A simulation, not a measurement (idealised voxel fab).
Title: Process Module voxel transistor to metal
Square cells of 5 nm make up the cross-section cut, whose width is 295 nm.
If you're reading a cross-section in this doc, picture square cells in a grid; it comes to you as bands, top ones listed first down to the bottom, and a band can be one or more rows of cells. Heights first: top, then bottom, in nm. Then materials, left to right, each with a width in nm. "throughout" on a single material: fills the band edge to edge. "empty": empty space. Zero point of the height axis is 0; under it, received wafer = one material. Lowest band: continues down indefinitely, "0 -> down". Per-row width for "30 to 40": begins at first number (top row of band), ends at second number (bottom row), increment between rows held constant. "no modifications" -> step changed no cross-section cell. The label "Internal closed voids" introduces a list of the empty spaces, 8 cells or larger, that have no open way up to the top; each entry in it reads width x height at distance, where the distance is taken from the left edge and all three are stated in nm. Post-settings text on a step line: simulator's own remark regarding the step. A step line may carry the setting "overlay nm", which, for steps involving a mask, states the distance by which the mask lay to the right of its intended position; negative values denote displacement to the left.

Planned step list for the process
1) RECEIVE | material Si
2) OXIDIZE | depth nm 5
3) CONFORMAL_DEP | material SiN | thk nm 10
4) DIRECTIONAL_DEP | material aC | thk nm 15
5) PATTERN | tone cover | mask id ACTIVE | material resist | width nm 110 | pitch nm 140 | thk nm 30 | overlay nm 0
6) DIRECTIONAL_ETCH | etch materials aC | depth nm 15
7) STRIP | etch materials resist
8) DIRECTIONAL_ETCH | etch materials SiN | depth nm 10
9) DIRECTIONAL_ETCH | etch materials SiO2 | depth nm 5
10) DIRECTIONAL_ETCH | etch materials Si | depth nm 30
11) STRIP | etch materials aC
12) FILL_DEP | material SiO2 | thk nm 5
13) CMP | height nm 10
14) SELECTIVE_ETCH | etch materials SiO2 | depth nm 5
15) STRIP | etch materials SiN
16) SELECTIVE_ETCH | etch materials SiO2 | depth nm 5
17) OXIDIZE | depth nm 5
18) DIRECTIONAL_DEP | material polySi | thk nm 30
19) DIRECTIONAL_DEP | material SiCN | thk nm 10
20) PATTERN | tone cover | mask id GATE | material resist | width nm 20 | pitch nm 140 | thk nm 20 | overlay nm 0
21) DIRECTIONAL_ETCH | etch materials SiCN | depth nm 20
22) DIRECTIONAL_ETCH | etch materials polySi | depth nm 40
23) STRIP | etch materials resist
24) CONFORMAL_DEP | material SiO2 | thk nm 5
25) DIRECTIONAL_ETCH | etch materials SiO2 | depth nm 5
26) CONFORMAL_DEP | material SiN | thk nm 5
27) DIRECTIONAL_ETCH | etch materials SiN | depth nm 5
28) DIRECTIONAL_ETCH | etch materials SiO2 | depth nm 5
29) DIRECTIONAL_ETCH | etch materials Si | depth nm 10
30) EPI | material SiGe | thk nm 15
31) FILL_DEP | material SiO2 | thk nm 5
32) CMP | height nm 35
33) DIRECTIONAL_DEP | material SiO2 | thk nm 10
34) PATTERN | tone open | mask id CONTACT | material resist | width nm 35 | thk nm 15 | overlay nm 0
35) DIRECTIONAL_ETCH | etch materials SiO2 | depth nm 40
36) STRIP | etch materials resist
37) CONFORMAL_DEP | material TiN | thk nm 5
38) FILL_DEP | material Ru | thk nm 5
39) CMP | height nm 45
40) DIRECTIONAL_DEP | material TiN | thk nm 5
41) DIRECTIONAL_DEP | material W | thk nm 20
42) DIRECTIONAL_DEP | material aC | thk nm 10
43) PATTERN | tone cover | mask id METAL_1 | material resist | width nm 20 | thk nm 25 | overlay nm 0
44) DIRECTIONAL_ETCH | etch materials aC | depth nm 10
45) STRIP | etch materials resist
46) DIRECTIONAL_ETCH | etch materials W | depth nm 20
47) DIRECTIONAL_ETCH | etch materials TiN | depth nm 5
48) STRIP | etch materials aC
49) CONFORMAL_DEP | material SiN | thk nm 5
50) FILL_DEP | material SiO2 | thk nm 10
51) CMP | height nm 70
52) CONFORMAL_DEP | material SiCN | thk nm 5

As-received wafer cross-section (after step 1)
  0 -> down = Si throughout
  Internal closed voids: none

Run as planned - first of the two wafers cross-sectioned at the end of the module
  75 -> 70 = SiCN throughout
  70 -> 50 = SiO2 20  SiN 5  W 20  SiN 5  SiO2 50  SiN 5  W 20  SiN 5  SiO2 30  SiN 5  W 20  SiN 5  SiO2 50  SiN 5  W 20  SiN 5  SiO2 25
  50 -> 45 = SiN 25  TiN 20  SiN 60  TiN 20  SiN 40  TiN 20  SiN 60  TiN 20  SiN 30
  45 -> 35 = SiO2 25  TiN 5  Ru 25 to 20  TiN 5 to 10  SiO2 30  TiN 5 to 10  Ru 25 to 20  TiN 5  SiO2 40  TiN 5  Ru 25 to 20  TiN 5 to 10  SiO2 30  TiN 5 to 10  Ru 25 to 20  TiN 5  SiO2 30
  35 -> 25 = SiO2 25  TiN 5  Ru 20  TiN 5  SiN 5  SiO2 5  SiCN 20  SiO2 5  SiN 5  TiN 5  Ru 20  TiN 5  SiO2 40  TiN 5  Ru 20  TiN 5  SiN 5  SiO2 5  SiCN 20  SiO2 5  SiN 5  TiN 5  Ru 20  TiN 5  SiO2 30
  25 -> 10 = SiO2 25  TiN 5  Ru 20  TiN 5  SiN 5  SiO2 5  polySi 20  SiO2 5  SiN 5  TiN 5  Ru 20  TiN 5  SiO2 40  TiN 5  Ru 20  TiN 5  SiN 5  SiO2 5  polySi 20  SiO2 5  SiN 5  TiN 5  Ru 20  TiN 5  SiO2 30
  10 -> 5 = SiO2 25  TiN 30  SiN 5  SiO2 5  polySi 20  SiO2 5  SiN 5  TiN 30  SiO2 40  TiN 30  SiN 5  SiO2 5  polySi 20  SiO2 5  SiN 5  TiN 30  SiO2 30
  5 -> 0 = SiO2 20  SiGe 35  SiN 5  SiO2 5  polySi 20  SiO2 5  SiN 5  SiGe 35  SiO2 30  SiGe 35  SiN 5  SiO2 5  polySi 20  SiO2 5  SiN 5  SiGe 35  SiO2 25
  0 -> -5 = SiO2 20  SiN 5  SiGe 30  SiN 5  SiO2 5  polySi 20  SiO2 5  SiN 5  SiGe 30  SiN 5  SiO2 30  SiN 5  SiGe 30  SiN 5  SiO2 5  polySi 20  SiO2 5  SiN 5  SiGe 30  SiN 5  SiO2 25
  -5 -> -10 = SiO2 25  SiGe 30  SiO2 40  SiGe 30  SiO2 40  SiGe 30  SiO2 40  SiGe 30  SiO2 30
  -10 -> -20 = SiO2 20  Si 5  SiGe 30  Si 40  SiGe 30  Si 5  SiO2 30  Si 5  SiGe 30  Si 40  SiGe 30  Si 5  SiO2 25
  -20 -> -35 = SiO2 20  Si 110  SiO2 30  Si 110  SiO2 25
  -35 -> down = Si throughout
  Internal closed voids: none

Same start, same plan as the first wafer - but one mistake in the run. Cross-section of the second of the two at the end of the module
  75 -> 70 = SiCN throughout
  70 -> 50 = SiO2 15  SiN 5  W 20  SiN 5  SiO2 50  SiN 5  W 20  SiN 5  SiO2 30  SiN 5  W 20  SiN 5  SiO2 50  SiN 5  W 20  SiN 5  SiO2 30
  50 -> 45 = SiN 20  TiN 20  SiN 60  TiN 20  SiN 40  TiN 20  SiN 60  TiN 20  SiN 35
  45 -> 35 = SiO2 25  TiN 5  Ru 25 to 20  TiN 5 to 10  SiO2 30  TiN 5 to 10  Ru 25 to 20  TiN 5  SiO2 40  TiN 5  Ru 25 to 20  TiN 5 to 10  SiO2 30  TiN 5 to 10  Ru 25 to 20  TiN 5  SiO2 30
  35 -> 25 = SiO2 25  TiN 5  Ru 20  TiN 5  SiN 5  SiO2 5  SiCN 20  SiO2 5  SiN 5  TiN 5  Ru 20  TiN 5  SiO2 40  TiN 5  Ru 20  TiN 5  SiN 5  SiO2 5  SiCN 20  SiO2 5  SiN 5  TiN 5  Ru 20  TiN 5  SiO2 30
  25 -> 10 = SiO2 25  TiN 5  Ru 20  TiN 5  SiN 5  SiO2 5  polySi 20  SiO2 5  SiN 5  TiN 5  Ru 20  TiN 5  SiO2 40  TiN 5  Ru 20  TiN 5  SiN 5  SiO2 5  polySi 20  SiO2 5  SiN 5  TiN 5  Ru 20  TiN 5  SiO2 30
  10 -> 5 = SiO2 25  TiN 30  SiN 5  SiO2 5  polySi 20  SiO2 5  SiN 5  TiN 30  SiO2 40  TiN 30  SiN 5  SiO2 5  polySi 20  SiO2 5  SiN 5  TiN 30  SiO2 30
  5 -> 0 = SiO2 20  SiGe 35  SiN 5  SiO2 5  polySi 20  SiO2 5  SiN 5  SiGe 35  SiO2 30  SiGe 35  SiN 5  SiO2 5  polySi 20  SiO2 5  SiN 5  SiGe 35  SiO2 25
  0 -> -5 = SiO2 20  SiN 5  SiGe 30  SiN 5  SiO2 5  polySi 20  SiO2 5  SiN 5  SiGe 30  SiN 5  SiO2 30  SiN 5  SiGe 30  SiN 5  SiO2 5  polySi 20  SiO2 5  SiN 5  SiGe 30  SiN 5  SiO2 25
  -5 -> -10 = SiO2 25  SiGe 30  SiO2 40  SiGe 30  SiO2 40  SiGe 30  SiO2 40  SiGe 30  SiO2 30
  -10 -> -20 = SiO2 20  Si 5  SiGe 30  Si 40  SiGe 30  Si 5  SiO2 30  Si 5  SiGe 30  Si 40  SiGe 30  Si 5  SiO2 25
  -20 -> -35 = SiO2 20  Si 110  SiO2 30  Si 110  SiO2 25
  -35 -> down = Si throughout
  Internal closed voids: none
Where did the run depart from the plan? so step 43 ended up running with a different setting than we planned, it ran as PATTERN | tone cover | mask id METAL_1 | material resist | width nm 20 | thk nm 25 | overlay nm -5
at the end the second wafer has, in cells: as many of each material as the first, in other places
